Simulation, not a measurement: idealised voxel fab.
The process module that follows is named voxel transistor to metal.
210 nm wide, 5 nm square cells: that's cross-section cut.
If you're reading a cross-section in this doc, picture square cells in a grid; it comes to you as bands, top ones listed first down to the bottom, and a band can be one or more rows of cells. Within each band entry, the heights of the top and of the bottom of the band appear first, in that order and in nm; the materials of the band then follow from left to right, each with its corresponding width in nm. The designation "edge to edge" on a single material indicates that it fills the band from edge to edge; the designation "empty" indicates empty space. We count height from 0. Below that, the starting wafer is all one material. The lowest band never ends at the bottom but goes on down; see "0 and below" for how that is written. Think of "30 to 40" as a width that walks from the first number to the second as you go down the band, top row to bottom row, taking equal-sized steps from row to row. Any step labelled "nothing changed" changed none of the cells in the cross-section. In the "Sealed cavities" entry, you get each enclosed empty space of 8 cells or more, one with no open way to the top, written width x height at distance, distance from the left edge, in nm. Note: text after step settings on the step line = simulator remark on that step. overlay nm: for a step with a mask, the amount by which the mask lay right of where it was planned; a negative amount means left of it.

## Set out below are the planned steps of the process
1) RECEIVE (material Si)
2) CONFORMAL_DEP (material SiO2; thk nm 5)
3) CONFORMAL_DEP (material SiN; thk nm 15)
4) DIRECTIONAL_DEP (material aC; thk nm 10)
5) PATTERN (tone cover; mask id ACTIVE; material resist; width nm 115; thk nm 25; overlay nm 0)
6) DIRECTIONAL_ETCH (etch materials aC; depth nm 10)
7) STRIP (etch materials resist)
8) DIRECTIONAL_ETCH (etch materials SiN; depth nm 15)
9) DIRECTIONAL_ETCH (etch materials SiO2; depth nm 5)
10) DIRECTIONAL_ETCH (etch materials Si; depth nm 20)
11) STRIP (etch materials aC)
12) OXIDIZE (depth nm 5)
13) FILL_DEP (material SiO2; thk nm 15)
14) CMP (height nm 20)
15) SELECTIVE_ETCH (etch materials SiO2; depth nm 15)
16) STRIP (etch materials SiN)
17) SELECTIVE_ETCH (etch materials SiO2; depth nm 5)
18) OXIDIZE (depth nm 5)
19) DIRECTIONAL_DEP (material polySi; thk nm 30)
20) DIRECTIONAL_DEP (material SiCN; thk nm 10)
21) PATTERN (tone cover; mask id GATE; material resist; width nm 25; thk nm 20; overlay nm 0)
22) DIRECTIONAL_ETCH (etch materials SiCN; depth nm 20)
23) DIRECTIONAL_ETCH (etch materials polySi; depth nm 40)
24) STRIP (etch materials resist)
25) CONFORMAL_DEP (material SiO2; thk nm 5)
26) DIRECTIONAL_ETCH (etch materials SiO2; depth nm 5)
27) CONFORMAL_DEP (material SiN; thk nm 5)
28) DIRECTIONAL_ETCH (etch materials SiN; depth nm 5)
29) DIRECTIONAL_ETCH (etch materials SiO2; depth nm 5)
30) EPI (material SiGe; thk nm 5)
31) FILL_DEP (material SiO2; thk nm 10)
32) CMP (height nm 40)
33) DIRECTIONAL_DEP (material SiO2; thk nm 10)
34) MASKED_ETCH (tone open; mask id CONTACT; width nm 30; pitch nm 65; etch materials SiO2; depth nm 50; overlay nm 0)
35) CONFORMAL_DEP (material TiN; thk nm 5)
36) FILL_DEP (material W; thk nm 10)
37) CMP (height nm 50)
38) CONFORMAL_DEP (material SiN; thk nm 5)
39) DIRECTIONAL_DEP (material SiO2; thk nm 20)
40) MASKED_ETCH (tone open; mask id METAL_1; width nm 15; pitch nm 80; etch materials SiO2; depth nm 20; overlay nm 0)
41) MASKED_ETCH (tone open; mask id METAL_1; width nm 15; pitch nm 80; etch materials SiN; depth nm 5; overlay nm -15)
42) CONFORMAL_DEP (material TiN; thk nm 5)
43) FILL_DEP (material W; thk nm 10)
44) CMP (height nm 75)
45) EPI (material Ru; thk nm 5)
46) FILL_DEP (material SiCN; thk nm 5)
Don't read the plan's overlay nm for step 41 as applying to every wafer: that's the first wafer's value, and the wafers differ in it, though they all start identical.

## The first of several wafers in cross-section, exactly as it reached us after step 1
* 0 and below = Si edge to edge
* Sealed cavities: none

## Module finished, last step 46 done: cross-section of the first of several wafers
* 85 down to 80 = SiCN edge to edge
* 80 down to 75 = SiCN (50), then Ru (25), then SiCN (55), then Ru (25), then SiCN (55)
* 75 down to 60 = SiO2 (55), then TiN (5), then W (5), then TiN (5), then SiO2 (65), then TiN (5), then W (5), then TiN (5), then SiO2 (60)
* 60 down to 55 = SiO2 (55), then TiN (15), then SiO2 (65), then TiN (15), then SiO2 (60)
* 55 down to 50 = SiN edge to edge
* 50 down to 40 = SiO2 (55), then TiN (5), then W (20 to 15), then TiN (5 to 10), then SiO2 (35), then TiN (5 to 10), then W (20 to 15), then TiN (5), then SiO2 (60)
* 40 down to 30 = SiO2 (55), then TiN (5), then W (15), then TiN (5), then SiN (5), then SiO2 (5), then SiCN (25), then SiO2 (5), then SiN (5), then TiN (5), then W (15), then TiN (5), then SiO2 (60)
* 30 down to 5 = SiO2 (55), then TiN (5), then W (15), then TiN (5), then SiN (5), then SiO2 (5), then polySi (25), then SiO2 (5), then SiN (5), then TiN (5), then W (15), then TiN (5), then SiO2 (60)
* 5 down to 0 = SiO2 (55), then TiN (25), then SiN (5), then SiO2 (5), then polySi (25), then SiO2 (5), then SiN (5), then TiN (25), then SiO2 (60)
* 0 down to -5 = SiO2 (45), then SiGe (35), then SiO2 (45), then SiGe (35), then SiO2 (50)
* -5 down to -25 = SiO2 (50), then Si (105), then SiO2 (55)
* -25 and below = Si edge to edge
* Sealed cavities: none

## Cross-section, module end, final of several wafers
* 85 down to 80 = SiCN edge to edge
* 80 down to 75 = SiCN (50), then Ru (25), then SiCN (55), then Ru (25), then SiCN (55)
* 75 down to 60 = SiO2 (55), then TiN (5), then W (5), then TiN (5), then SiO2 (65), then TiN (5), then W (5), then TiN (5), then SiO2 (60)
* 60 down to 55 = SiO2 (55), then TiN (15), then SiO2 (65), then TiN (15), then SiO2 (60)
* 55 down to 50 = SiN edge to edge
* 50 down to 40 = SiO2 (55), then TiN (5), then W (20 to 15), then TiN (5 to 10), then SiO2 (35), then TiN (5 to 10), then W (20 to 15), then TiN (5), then SiO2 (60)
* 40 down to 30 = SiO2 (55), then TiN (5), then W (15), then TiN (5), then SiN (5), then SiO2 (5), then SiCN (25), then SiO2 (5), then SiN (5), then TiN (5), then W (15), then TiN (5), then SiO2 (60)
* 30 down to 5 = SiO2 (55), then TiN (5), then W (15), then TiN (5), then SiN (5), then SiO2 (5), then polySi (25), then SiO2 (5), then SiN (5), then TiN (5), then W (15), then TiN (5), then SiO2 (60)
* 5 down to 0 = SiO2 (55), then TiN (25), then SiN (5), then SiO2 (5), then polySi (25), then SiO2 (5), then SiN (5), then TiN (25), then SiO2 (60)
* 0 down to -5 = SiO2 (45), then SiGe (35), then SiO2 (45), then SiGe (35), then SiO2 (50)
* -5 down to -25 = SiO2 (50), then Si (105), then SiO2 (55)
* -25 and below = Si edge to edge
* Sealed cavities: none

## End of module, by wafer: material-by-material cell gain (+) or loss (-) since receipt, then closed voids
overlay nm -15; +10 Ru; -126 Si; +84 SiCN; +14 SiGe; +58 SiN; +516 SiO2; +66 TiN; +62 W; +30 polySi; Sealed cavities: none
overlay nm -10; +10 Ru; -126 Si; +84 SiCN; +14 SiGe; +56 SiN; +516 SiO2; +68 TiN; +62 W; +30 polySi; Sealed cavities: none
overlay nm -5; +10 Ru; -126 Si; +84 SiCN; +14 SiGe; +54 SiN; +516 SiO2; +70 TiN; +62 W; +30 polySi; Sealed cavities: none
overlay nm 0; +10 Ru; -126 Si; +84 SiCN; +14 SiGe; +52 SiN; +516 SiO2; +70 TiN; +64 W; +30 polySi; Sealed cavities: none
overlay nm 5; +10 Ru; -126 Si; +84 SiCN; +14 SiGe; +54 SiN; +516 SiO2; +70 TiN; +62 W; +30 polySi; Sealed cavities: none
overlay nm 10; +10 Ru; -126 Si; +84 SiCN; +14 SiGe; +56 SiN; +516 SiO2; +68 TiN; +62 W; +30 polySi; Sealed cavities: none
overlay nm 15; +10 Ru; -126 Si; +84 SiCN; +14 SiGe; +58 SiN; +516 SiO2; +66 TiN; +62 W; +30 polySi; Sealed cavities: none
